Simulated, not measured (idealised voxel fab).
A process module follows: voxel self aligned vias.
It is cross-section cut that appears here, measuring 145 nm in width, its square cells being 5 nm in size.
Cross-section spec: square-cell grid; bands listed top down; each band is one or more rows. In this notation a band is specified by the heights of its top and bottom, in that order and in nm, after which its materials appear from left to right, each paired with its width in nm. The word "throughout" attached to a single material means that material fills the band from edge to edge; the word "blank" stands for empty space. It should be noted that heights are counted from 0, beneath which the wafer as supplied is of one material throughout, and that the lowest band possesses no lower boundary but continues downward, as written in "0 and below". Top row gets the first number, bottom row gets the second, and each row in between changes by the same step: that is how a band width like "30 to 40" works. "identical to before" means the step left every cell of the cross-section as it was. In "Completely enclosed voids" the enclosed voids are listed, meaning empty spaces of 8 cells or larger without any opening to the top. The form is width x height at distance, distance from the left edge, units nm. Post-settings text on a step line: simulator's own remark regarding the step. "overlay nm" answers the question of how far to the right of plan the mask lay on a step that has a mask, and when it is negative the answer is to the left.
-- Here's what the planned process steps look like
1) op RECEIVE | material Si
2) op CONFORMAL_DEP | material SiO2 | thk nm 15
3) op CONFORMAL_DEP | material SiCN | thk nm 5
4) op DIRECTIONAL_DEP | material SiO2 | thk nm 25
5) op DIRECTIONAL_DEP | material aC | thk nm 15
6) op PATTERN | tone open | mask id LINES | material resist | width nm 30 | pitch nm 60 | thk nm 35 | overlay nm 0
7) op DIRECTIONAL_ETCH | etch materials aC | depth nm 15
8) op STRIP | etch materials resist
9) op DIRECTIONAL_ETCH | etch materials SiO2 | depth nm 25
10) op STRIP | etch materials aC
11) op CONFORMAL_DEP | material TiN | thk nm 5
12) op FILL_DEP | material Ru | thk nm 5
13) op CMP | height nm 45
14) op SELECTIVE_ETCH | etch materials W Ru TiN | depth nm 5
15) op FILL_DEP | material SiN | thk nm 5
16) op CMP | height nm 45
17) op DIRECTIONAL_DEP | material SiO2 | thk nm 15
18) op MASKED_ETCH | tone open | mask id VIAS | width nm 40 | etch materials SiO2 | depth nm 15 | overlay nm 0
19) op MASKED_ETCH | tone open | mask id VIAS | width nm 40 | etch materials SiN | depth nm 5 | overlay nm 0
20) op CONFORMAL_DEP | material TiN | thk nm 5
21) op FILL_DEP | material Cu | thk nm 5
22) op CMP | height nm 60
23) op CONFORMAL_DEP | material SiN | thk nm 5
-- So this is the incoming wafer in cross-section - it's already been through step 1
	0 and below: Si throughout
	Completely enclosed voids: none
-- One mistake in running the module, otherwise start and plan as above: cross-section at the end
	65 down to 60: SiN throughout
	60 down to 50: 15 nm SiO2  5 nm TiN  40 nm Cu  5 nm TiN  80 nm SiO2
	50 down to 45: 15 nm SiO2  15 nm TiN  20 nm Cu  15 nm TiN  80 nm SiO2
	45 down to 40: 25 nm SiO2  30 nm TiN  30 nm SiO2  30 nm SiN  30 nm SiO2
	40 down to 25: 25 nm SiO2  5 nm TiN  20 nm Ru  5 nm TiN  30 nm SiO2  5 nm TiN  20 nm Ru  5 nm TiN  30 nm SiO2
	25 down to 20: 25 nm SiO2  30 nm TiN  30 nm SiO2  30 nm TiN  30 nm SiO2
	20 down to 15: SiCN throughout
	15 down to 0: SiO2 throughout
	0 and below: Si throughout
	Completely enclosed voids: none
Processing error: step 18 ran differently from the plan; actual operation with settings: op MASKED_ETCH | tone open | mask id VIAS | width nm 50 | etch materials SiO2 | depth nm 15 | overlay nm 0
